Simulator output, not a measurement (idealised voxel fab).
The following is a process module called voxel tone inversion.
Cross-section cut: width 235 nm, square cells of 5 nm.
A cross-section in this document is a grid of square cells, and it is written down as bands, the top band listed before the ones below it; a band is made up of one or more rows of cells.
First you get the band's top height and its bottom height, in nm, and then the materials it's made of, left to right, with each width in nm. If you see a single material with "full width", that one covers the band edge to edge. "empty" is empty space.
Height 0 is the level under which the wafer as received is all one material. The lowest band goes on downwards, as in "from 0 down".
Think of "30->40" as a width that walks from the first number to the second as you go down the band, top row to bottom row, taking equal-sized steps from row to row.
Basically "left unchanged" means that step didn't change any cell in the cross-section.
In "Trapped void list" the enclosed voids are listed, meaning empty spaces of 8 cells or larger without any opening to the top. The form is width x height at distance, distance from the left edge, units nm.
Text after the settings on a step's line: the simulator's own remark on that step.
overlay nm: how far to the right of its planned place the mask lay on this masked step (negative: to the left).
The following list gives the planned process steps
1. op RECEIVE | material Si
2. op CONFORMAL_DEP | material SiCN | thk nm 5
3. op DIRECTIONAL_DEP | material aC | thk nm 20
4. op PATTERN | tone cover | mask id POSTS | material resist | width nm 20 | pitch nm 40 | thk nm 30 | overlay nm 0
5. op DIRECTIONAL_ETCH | etch materials aC | depth nm 20
6. op STRIP | etch materials resist
7. op FILL_DEP | material SiO2 | thk nm 10
8. op CMP | height nm 25
9. op STRIP | etch materials aC
10. op CONFORMAL_DEP | material TiN | thk nm 5
11. op FILL_DEP | material Ru | thk nm 10
12. op CMP | height nm 25
13. op CONFORMAL_DEP | material SiCN | thk nm 5
Wafer as received: cross-section following step 1
- from 0 down = Si full width
- Trapped void list: none
Final cross-section, module run with one mistake (start and plan as above)
- from 30 to 25 = SiCN full width
- from 25 to 10 = Ru=80 | TiN=5 | SiO2=20 | TiN=5 | Ru=10 | TiN=5 | SiO2=20 | TiN=5 | Ru=85
- from 10 to 5 = TiN=85 | SiO2=20 | TiN=20 | SiO2=20 | TiN=90
- from 5 to 0 = SiCN full width
- from 0 down = Si full width
- Trapped void list: none
What broke from the plan during processing? rather than as planned, step 4 actually ran as op PATTERN | tone open | mask id POSTS | material resist | width nm 20 | pitch nm 40 | thk nm 30 | overlay nm 0
